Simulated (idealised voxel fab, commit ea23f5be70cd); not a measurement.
Title: Process Module voxel transistor to metal
Xsec cut, 265 nm wide, square cell size 5 nm.
Just so we're on the same page, the cross-sections are grids of square cells, and they're listed out in bands top to bottom, each band one or more rows deep. Heights first: top, then bottom, in nm. Then materials, left to right, each with a width in nm. "edge to edge" on a single material: fills the band edge to edge. "air": empty space. Basically, 0 is our baseline, since under it the wafer straight out of the box is all one material. The bottom band has no lower end and keeps on going down, so it looks like "0 down". You'd read "30..40" like this: the band's top row of cells is as wide as the first number, its bottom row is as wide as the second, and going down, every row changes width by the same amount as the row before did. "no alteration" -> step changed no cross-section cell. "Closed void catalog": sealed empty spaces, 8 cells or more, no open way to top, listed width x height at distance, with distance from the left edge and width, height and distance in nm. Anything after a step's settings on that line? It's the simulator's own note about the step. A step line may carry the setting "overlay nm", which, for steps involving a mask, states the distance by which the mask lay to the right of its intended position; negative values denote displacement to the left.

-- Process steps - plan
- 1: op RECEIVE | material Si
- 2: op OXIDIZE | depth nm 5
- 3: op CONFORMAL_DEP | material SiN | thk nm 10
- 4: op PATTERN | tone cover | mask id ACTIVE | material resist | width nm 100 | pitch nm 125 | thk nm 20 | overlay nm 0
- 5: op DIRECTIONAL_ETCH | etch materials SiN | depth nm 10
- 6: op DIRECTIONAL_ETCH | etch materials SiO2 | depth nm 5
- 7: op DIRECTIONAL_ETCH | etch materials Si | depth nm 20
- 8: op STRIP | etch materials resist
- 9: op OXIDIZE | depth nm 5
- 10: op FILL_DEP | material SiO2 | thk nm 10
- 11: op CMP | height nm 10
- 12: op SELECTIVE_ETCH | etch materials SiO2 | depth nm 10
- 13: op STRIP | etch materials SiN
- 14: op SELECTIVE_ETCH | etch materials SiO2 | depth nm 5
- 15: op OXIDIZE | depth nm 5
- 16: op DIRECTIONAL_DEP | material polySi | thk nm 30
- 17: op DIRECTIONAL_DEP | material SiCN | thk nm 10
- 18: op MASKED_ETCH | tone cover | mask id GATE | width nm 20 | pitch nm 125 | etch materials SiCN | depth nm 20 | overlay nm 0
- 19: op MASKED_ETCH | tone cover | mask id GATE | width nm 20 | pitch nm 125 | etch materials polySi | depth nm 40 | overlay nm 0
- 20: op CONFORMAL_DEP | material SiN | thk nm 5
- 21: op DIRECTIONAL_ETCH | etch materials SiN | depth nm 5
- 22: op DIRECTIONAL_ETCH | etch materials SiO2 | depth nm 5
- 23: op EPI | material nSi | thk nm 5
- 24: op FILL_DEP | material SiO2 | thk nm 5
- 25: op CMP | height nm 35
- 26: op DIRECTIONAL_DEP | material SiO2 | thk nm 15
- 27: op MASKED_ETCH | tone open | mask id CONTACT | width nm 15 | etch materials SiO2 | depth nm 55 | overlay nm 0
- 28: op CONFORMAL_DEP | material TiN | thk nm 5
- 29: op FILL_DEP | material W | thk nm 10
- 30: op CMP | height nm 50
- 31: op CONFORMAL_DEP | material SiN | thk nm 5
- 32: op DIRECTIONAL_DEP | material lowk | thk nm 15
- 33: op PATTERN | tone open | mask id METAL_1 | material resist | width nm 15 | thk nm 15 | overlay nm 0
- 34: op DIRECTIONAL_ETCH | etch materials lowk | depth nm 15
- 35: op DIRECTIONAL_ETCH | etch materials SiN | depth nm 5
- 36: op STRIP | etch materials resist
- 37: op CONFORMAL_DEP | material TiN | thk nm 5
- 38: op FILL_DEP | material Ru | thk nm 10
- 39: op CMP | height nm 70
- 40: op EPI | material Ru | thk nm 5
- 41: op FILL_DEP | material SiCN | thk nm 5
- 42: op DIRECTIONAL_DEP | material lowk | thk nm 35
- 43: op DIRECTIONAL_DEP | material aC | thk nm 15
- 44: op PATTERN | tone open | mask id METAL_2 | material resist | width nm 15 | pitch nm 125 | thk nm 30 | overlay nm 0
- 45: op DIRECTIONAL_ETCH | etch materials aC | depth nm 15
- 46: op STRIP | etch materials resist
- 47: op DIRECTIONAL_ETCH | etch materials lowk | depth nm 20
- 48: op STRIP | etch materials aC
- 49: op PATTERN | tone open | mask id METAL_2_HOLES | material resist | width nm 15 | pitch nm 125 | thk nm 15 | overlay nm 0
- 50: op DIRECTIONAL_ETCH | etch materials lowk | depth nm 15
- 51: op DIRECTIONAL_ETCH | etch materials SiCN | depth nm 5
- 52: op STRIP | etch materials resist
- 53: op CONFORMAL_DEP | material TiN | thk nm 5
- 54: op FILL_DEP | material Ru | thk nm 5
- 55: op CMP | height nm 115
- 56: op CONFORMAL_DEP | material SiN | thk nm 5

-- Delivered wafer in cross-section: state after step 1
0 down  Si edge to edge
Closed void catalog: none

-- The first of the two wafers as seen in cross-section once the module was finished; processing followed the plan
120 to 115  SiN edge to edge
115 to 80  30 of lowk / 5 of TiN / 5 of Ru / 5 of TiN / 110 of lowk / 5 of TiN / 5 of Ru / 5 of TiN / 95 of lowk
80 to 75  30 of SiCN / 15 of TiN / 110 of SiCN / 15 of TiN / 95 of SiCN
75 to 70  25 of SiCN / 25 of Ru / 40 of SiCN / 25 of Ru / 35 of SiCN / 25 of Ru / 40 of SiCN / 25 of Ru / 25 of SiCN
70 to 55  30 of lowk / 5 of TiN / 5 of Ru / 5 of TiN / 50 of lowk / 5 of TiN / 5 of Ru / 5 of TiN / 45 of lowk / 5 of TiN / 5 of Ru / 5 of TiN / 50 of lowk / 5 of TiN / 5 of Ru / 5 of TiN / 30 of lowk
55 to 50  30 of SiN / 15 of TiN / 50 of SiN / 15 of TiN / 45 of SiN / 15 of TiN / 50 of SiN / 15 of TiN / 30 of SiN
50 to 35  30 of SiO2 / 5 of TiN / 5 of W / 5 of TiN / 50 of SiO2 / 5 of TiN / 5 of W / 5 of TiN / 45 of SiO2 / 5 of TiN / 5 of W / 5 of TiN / 50 of SiO2 / 5 of TiN / 5 of W / 5 of TiN / 30 of SiO2
35 to 25  30 of SiO2 / 5 of TiN / 5 of W / 5 of TiN / 10 of SiO2 / 5 of SiN / 20 of SiCN / 5 of SiN / 10 of SiO2 / 5 of TiN / 5 of W / 5 of TiN / 45 of SiO2 / 5 of TiN / 5 of W / 5 of TiN / 10 of SiO2 / 5 of SiN / 20 of SiCN / 5 of SiN / 10 of SiO2 / 5 of TiN / 5 of W / 5 of TiN / 30 of SiO2
25 to 0  30 of SiO2 / 5 of TiN / 5 of W / 5 of TiN / 10 of SiO2 / 5 of SiN / 20 of polySi / 5 of SiN / 10 of SiO2 / 5 of TiN / 5 of W / 5 of TiN / 45 of SiO2 / 5 of TiN / 5 of W / 5 of TiN / 10 of SiO2 / 5 of SiN / 20 of polySi / 5 of SiN / 10 of SiO2 / 5 of TiN / 5 of W / 5 of TiN / 30 of SiO2
0 to -5  30 of SiO2 / 15 of TiN / 10 of SiO2 / 5 of SiN / 20 of polySi / 5 of SiN / 10 of SiO2 / 15 of TiN / 45 of SiO2 / 15 of TiN / 10 of SiO2 / 5 of SiN / 20 of polySi / 5 of SiN / 10 of SiO2 / 15 of TiN / 30 of SiO2
-5 to -10  20 of SiO2 / 35 of nSi / 30 of SiO2 / 35 of nSi / 25 of SiO2 / 35 of nSi / 30 of SiO2 / 35 of nSi / 20 of SiO2
-10 to -30  25 of SiO2 / 90 of Si / 35 of SiO2 / 90 of Si / 25 of SiO2
-30 down  Si edge to edge
Closed void catalog: none

-- Presented here is a cross-section of the second of the two wafers as it stood at the end of the module. It was started in the same manner and assigned the same plan as the first wafer; however, one mistake was made in its execution
120 to 115  SiN edge to edge
115 to 80  30 of lowk / 5 of TiN / 5 of Ru / 5 of TiN / 110 of lowk / 5 of TiN / 5 of Ru / 5 of TiN / 95 of lowk
80 to 75  30 of SiCN / 15 of TiN / 110 of SiCN / 15 of TiN / 95 of SiCN
75 to 70  25 of SiCN / 25 of Ru / 40 of SiCN / 25 of Ru / 35 of SiCN / 25 of Ru / 40 of SiCN / 25 of Ru / 25 of SiCN
70 to 65  30 of SiN / 15 of TiN / 50 of SiN / 15 of TiN / 45 of SiN / 15 of TiN / 50 of SiN / 15 of TiN / 30 of SiN
65 to 50  lowk edge to edge
50 to 35  30 of SiO2 / 5 of TiN / 5 of W / 5 of TiN / 50 of SiO2 / 5 of TiN / 5 of W / 5 of TiN / 45 of SiO2 / 5 of TiN / 5 of W / 5 of TiN / 50 of SiO2 / 5 of TiN / 5 of W / 5 of TiN / 30 of SiO2
35 to 25  30 of SiO2 / 5 of TiN / 5 of W / 5 of TiN / 10 of SiO2 / 5 of SiN / 20 of SiCN / 5 of SiN / 10 of SiO2 / 5 of TiN / 5 of W / 5 of TiN / 45 of SiO2 / 5 of TiN / 5 of W / 5 of TiN / 10 of SiO2 / 5 of SiN / 20 of SiCN / 5 of SiN / 10 of SiO2 / 5 of TiN / 5 of W / 5 of TiN / 30 of SiO2
25 to 0  30 of SiO2 / 5 of TiN / 5 of W / 5 of TiN / 10 of SiO2 / 5 of SiN / 20 of polySi / 5 of SiN / 10 of SiO2 / 5 of TiN / 5 of W / 5 of TiN / 45 of SiO2 / 5 of TiN / 5 of W / 5 of TiN / 10 of SiO2 / 5 of SiN / 20 of polySi / 5 of SiN / 10 of SiO2 / 5 of TiN / 5 of W / 5 of TiN / 30 of SiO2
0 to -5  30 of SiO2 / 15 of TiN / 10 of SiO2 / 5 of SiN / 20 of polySi / 5 of SiN / 10 of SiO2 / 15 of TiN / 45 of SiO2 / 15 of TiN / 10 of SiO2 / 5 of SiN / 20 of polySi / 5 of SiN / 10 of SiO2 / 15 of TiN / 30 of SiO2
-5 to -10  20 of SiO2 / 35 of nSi / 30 of SiO2 / 35 of nSi / 25 of SiO2 / 35 of nSi / 30 of SiO2 / 35 of nSi / 20 of SiO2
-10 to -30  25 of SiO2 / 90 of Si / 35 of SiO2 / 90 of Si / 25 of SiO2
-30 down  Si edge to edge
Closed void catalog: none
What went wrong in running the wafer? order of steps 31 and 32 inverted relative to the plan
FYI, end of process, the second wafer has more or fewer cells of some materials than the first: -12 Ru; -24 TiN; +36 lowk
